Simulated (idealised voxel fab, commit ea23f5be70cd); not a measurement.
Name of the process module below: voxel double patterning
Xsec cut, 255 nm wide, square cell size 5 nm.
Cross-section spec: square-cell grid; bands listed top down; each band is one or more rows. The entry gives the band's vertical extent as a top height and a bottom height in nm, then its horizontal make-up as materials from left to right, each with a width in nm. "air" stands for empty space; a single material marked "everywhere" fills the band edge to edge. Note: height 0 marks the level under which the wafer is uniformly one material as received. Lowest band unbounded below, written "from 0 down". A width such as "30 to 40" changes by the same amount from each row of cells to the next, from the band's top row to its bottom row. When a step is marked "remains unaltered", none of the cells in the cross-section changed during that step. So "Sealed-off cavities" is basically the list of trapped voids: any empty space of 8 cells or more that can't reach the top through an opening. They're written width x height at distance, the distance being from the left edge, and it's all nm. Note: text after step settings on the step line = simulator remark on that step. "overlay nm" denotes, for a step that has a mask, the displacement of the mask to the right of its planned place, with negative values corresponding to the left.
Below is the list of planned process steps
1: RECEIVE [material Si]
2: CONFORMAL_DEP [material SiO2] [thk nm 5]
3: DIRECTIONAL_DEP [material polySi] [thk nm 10]
4: DIRECTIONAL_DEP [material SiN] [thk nm 5]
5: PATTERN [tone open] [mask id FIRST] [material resist] [width nm 15] [pitch nm 50] [thk nm 20] [overlay nm 0]
6: DIRECTIONAL_ETCH [etch materials SiN] [depth nm 5]
7: STRIP [etch materials resist]
8: DIRECTIONAL_DEP [material aC] [thk nm 10]
9: PATTERN [tone open] [mask id SECOND] [material resist] [width nm 15] [pitch nm 50] [thk nm 30] [overlay nm 0]
10: DIRECTIONAL_ETCH [etch materials aC] [depth nm 10]
11: STRIP [etch materials resist]
12: DIRECTIONAL_ETCH [etch materials SiN] [depth nm 5]
13: STRIP [etch materials aC]
14: DIRECTIONAL_ETCH [etch materials polySi] [depth nm 10]
15: STRIP [etch materials SiN]
Cross-section, incoming material, after step 1
- from 0 down: Si everywhere
- Sealed-off cavities: none
Here's the wafer cut in cross-section after the module, started and planned just like above, except one thing was done wrong in the run
- from 15 to 10: SiO2 everywhere
- from 10 to 0: polySi everywhere
- from 0 down: Si everywhere
- Sealed-off cavities: none
Plan not followed: note: step 2 <-> step 3, run order reversed vs plan
